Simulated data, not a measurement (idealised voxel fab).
process module | voxel transistor to metal
cross-section cut | 185 nm wide | cells 5 nm
A cross-section is a grid of square cells, given in bands from the top down. A band is one or more rows of cells.
Each band's line starts with the height of the band's top and of its bottom, in nm. Then come its materials from left to right, each with its width in nm. One material with "throughout" fills the band from edge to edge. "air" is empty space.
Height 0 is the level under which the wafer as received is all one material. The lowest band goes on downwards, as in "0 down".
A width such as "30 to 40" changes by the same amount from each row of cells to the next, from the band's top row to its bottom row.
"no change" after a step means that no cell of the cross-section changed.
closed voids: empty space of 8 cells or more with no open way to the top, each as width x height at its distance from the left edge, in nm
after a step's settings: what the simulator itself notes on the step
overlay nm, on a step with a mask: how far to the right of its planned place the mask lay; to the left if negative
plan
1 op RECEIVE | material Si
2 op CONFORMAL_DEP | material SiO2 | thk nm 5
3 op CONFORMAL_DEP | material SiN | thk nm 15
4 op DIRECTIONAL_DEP | material aC | thk nm 15
5 op PATTERN | tone cover | mask id ACTIVE | material resist | width nm 95 | thk nm 30 | overlay nm 0
6 op DIRECTIONAL_ETCH | etch materials aC | depth nm 15
7 op STRIP | etch materials resist
8 op DIRECTIONAL_ETCH | etch materials SiN | depth nm 15
9 op DIRECTIONAL_ETCH | etch materials SiO2 | depth nm 5
10 op DIRECTIONAL_ETCH | etch materials Si | depth nm 35
11 op STRIP | etch materials aC
12 op OXIDIZE | depth nm 5
13 op FILL_DEP | material SiO2 | thk nm 10
14 op CMP | height nm 20
15 op SELECTIVE_ETCH | etch materials SiO2 | depth nm 15
16 op STRIP | etch materials SiN
17 op SELECTIVE_ETCH | etch materials SiO2 | depth nm 5
18 op OXIDIZE | depth nm 5
19 op DIRECTIONAL_DEP | material polySi | thk nm 20
20 op DIRECTIONAL_DEP | material SiCN | thk nm 10
21 op MASKED_ETCH | tone cover | mask id GATE | width nm 15 | etch materials SiCN | depth nm 20 | overlay nm 0
22 op MASKED_ETCH | tone cover | mask id GATE | width nm 25 | etch materials polySi | depth nm 30 | overlay nm 0
23 op CONFORMAL_DEP | material SiN | thk nm 5
24 op DIRECTIONAL_ETCH | etch materials SiN | depth nm 5
25 op DIRECTIONAL_ETCH | etch materials SiO2 | depth nm 5
26 op DIRECTIONAL_ETCH | etch materials Si | depth nm 10
27 op EPI | material SiGe | thk nm 10
28 op FILL_DEP | material SiO2 | thk nm 10
29 op CMP | height nm 20
30 op STRIP | etch materials polySi
31 op SELECTIVE_ETCH | etch materials SiO2 | depth nm 5
32 op CONFORMAL_DEP | material HfO2 | thk nm 5
33 op CONFORMAL_DEP | material TiN | thk nm 5
34 op FILL_DEP | material W | thk nm 10
35 op CMP | height nm 15
36 op DIRECTIONAL_DEP | material SiO2 | thk nm 15
37 op DIRECTIONAL_DEP | material aC | thk nm 15
38 op PATTERN | tone open | mask id CONTACT | material resist | width nm 15 | pitch nm 70 | thk nm 35 | overlay nm 0
39 op DIRECTIONAL_ETCH | etch materials aC | depth nm 15
40 op STRIP | etch materials resist
41 op DIRECTIONAL_ETCH | etch materials SiO2 | depth nm 35
42 op STRIP | etch materials aC
43 op CONFORMAL_DEP | material TiN | thk nm 5
44 op FILL_DEP | material W | thk nm 10
45 op CMP | height nm 30
46 op DIRECTIONAL_DEP | material TiN | thk nm 5
47 op DIRECTIONAL_DEP | material W | thk nm 25
48 op MASKED_ETCH | tone cover | mask id METAL_1 | width nm 15 | pitch nm 70 | etch materials W | depth nm 25 | overlay nm 0
49 op MASKED_ETCH | tone cover | mask id METAL_1 | width nm 15 | pitch nm 70 | etch materials TiN | depth nm 5 | overlay nm 0
50 op CONFORMAL_DEP | material SiN | thk nm 5
51 op FILL_DEP | material SiO2 | thk nm 10
52 op CMP | height nm 60
53 op CONFORMAL_DEP | material SiCN | thk nm 5
varied across the wafers: width nm of step 21. The plan shows the first wafer's value. All wafers start alike
first wafer as received, after step 1
  0 down: Si throughout
  closed voids: none
each wafer at the end: cells of each material gained (+) or lost (-) since it was received, then its closed voids
width nm 15 | +13 HfO2 | -197 Si | +37 SiCN | +28 SiGe | +57 SiN | +456 SiO2 | +43 TiN | +44 W | closed voids: none
width nm 20 | +13 HfO2 | -197 Si | +37 SiCN | +28 SiGe | +57 SiN | +456 SiO2 | +43 TiN | +44 W | closed voids: none
width nm 25 | +13 HfO2 | -197 Si | +37 SiCN | +28 SiGe | +57 SiN | +456 SiO2 | +43 TiN | +44 W | closed voids: none
width nm 30 | +14 HfO2 | -195 Si | +37 SiCN | +26 SiGe | +57 SiN | +454 SiO2 | +44 TiN | +44 W | closed voids: none
width nm 35 | +15 HfO2 | -193 Si | +37 SiCN | +24 SiGe | +57 SiN | +452 SiO2 | +45 TiN | +44 W | closed voids: none
width nm 40 | +16 HfO2 | -191 Si | +37 SiCN | +22 SiGe | +57 SiN | +450 SiO2 | +44 TiN | +46 W | closed voids: none
